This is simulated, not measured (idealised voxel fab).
The document below concerns the process module designated voxel self aligned contacts.
The cross-section shown here is cut; it is 200 nm wide and divided into square cells measuring 5 nm on a side.
In what follows, cross-sections appear as grids of square cells, described through bands that run from the top down, where every band is one or more rows of cells. Basically the band line says how high the top is and how high the bottom is, in nm, and then what's in it from left to right, every material with its width in nm. Empty space shows up as "empty", and if a single material carries "all across" it runs the full band edge to edge. The level at which height equals 0 is the one under which the wafer, as it arrives, is entirely one material. No lower edge exists for the bottom band, which continues downward and is notated as in "0 down". Width: "30->40" (first number = top row, second number = bottom row, same change from row to row of cells). "nothing changed" for a step: no cell of the cross-section changed in that step. "Enclosed cavities" contains a list of empty spaces, each no smaller than 8 cells and without an open way to the top, written in the form width x height at distance with the distance from the left edge and all three in nm. Anything after a step's settings on that line? It's the simulator's own note about the step. You can add "overlay nm" to a step's line. For a step with a mask, it describes how far the mask lay to the right of its planned position, and a negative number describes a lay to the left.
[List of planned process steps]
step 1: RECEIVE, material Si
step 2: OXIDIZE, depth nm 5
step 3: DIRECTIONAL_DEP, material polySi, thk nm 30
step 4: DIRECTIONAL_DEP, material SiN, thk nm 15
step 5: MASKED_ETCH, tone cover, mask id GATE, width nm 35, pitch nm 60, etch materials SiN, depth nm 15, overlay nm 0
step 6: MASKED_ETCH, tone cover, mask id GATE, width nm 35, pitch nm 60, etch materials polySi, depth nm 30, overlay nm 0
step 7: CONFORMAL_DEP, material SiN, thk nm 5
step 8: DIRECTIONAL_ETCH, etch materials SiN, depth nm 5
step 9: FILL_DEP, material SiO2, thk nm 20
step 10: CMP, height nm 55
step 11: MASKED_ETCH, tone open, mask id CONTACT, width nm 35, pitch nm 60, etch materials SiO2, depth nm 60, overlay nm 0
step 12: CONFORMAL_DEP, material TiN, thk nm 5
step 13: FILL_DEP, material W, thk nm 10
step 14: CMP, height nm 55
step 15: CONFORMAL_DEP, material SiN, thk nm 5
[As-received state of the wafer in cross-section, equivalent to post-step 1]
    0 down = Si all across
    Enclosed cavities: none
[Looking at the first of two wafers in cross-section at end of module - ran to plan]
    60 to 55 = SiN all across
    55 to 45 = SiO2 50 / TiN 5->15 / W 25->5 / TiN 5->15 / SiO2 25 / TiN 5->15 / W 25->5 / TiN 5->15 / SiO2 55
    45 to 30 = SiO2 15 / SiN 45 / TiN 5 / W 5 / TiN 5 / SiN 45 / TiN 5 / W 5 / TiN 5 / SiN 45 / SiO2 20
    30 to 0 = SiO2 15 / SiN 5 / polySi 35 / SiN 5 / TiN 5 / W 5 / TiN 5 / SiN 5 / polySi 35 / SiN 5 / TiN 5 / W 5 / TiN 5 / SiN 5 / polySi 35 / SiN 5 / SiO2 20
    0 to -5 = SiO2 60 / TiN 15 / SiO2 45 / TiN 15 / SiO2 65
    -5 down = Si all across
    Enclosed cavities: none
[Here is the second of the two wafers cut open at the end of the module - same start, same plan as the first one, but we made one mistake running it]
    60 to 55 = SiO2 all across
    55 to 45 = SiO2 50 / TiN 5->15 / W 25->5 / TiN 5->15 / SiO2 25 / TiN 5->15 / W 25->5 / TiN 5->15 / SiO2 55
    45 to 30 = SiO2 15 / SiN 45 / TiN 5 / W 5 / TiN 5 / SiN 45 / TiN 5 / W 5 / TiN 5 / SiN 45 / SiO2 20
    30 to 0 = SiO2 15 / SiN 5 / polySi 35 / SiN 5 / TiN 5 / W 5 / TiN 5 / SiN 5 / polySi 35 / SiN 5 / TiN 5 / W 5 / TiN 5 / SiN 5 / polySi 35 / SiN 5 / SiO2 20
    0 to -5 = SiO2 60 / TiN 15 / SiO2 45 / TiN 15 / SiO2 65
    -5 down = Si all across
    Enclosed cavities: none
Here's what went sideways: step 15 did not happen as planned, as run it was CONFORMAL_DEP, material SiO2, thk nm 5
Final difference in cells, second wafer against first, listed per material as more or fewer: SiN -40; SiO2 +40
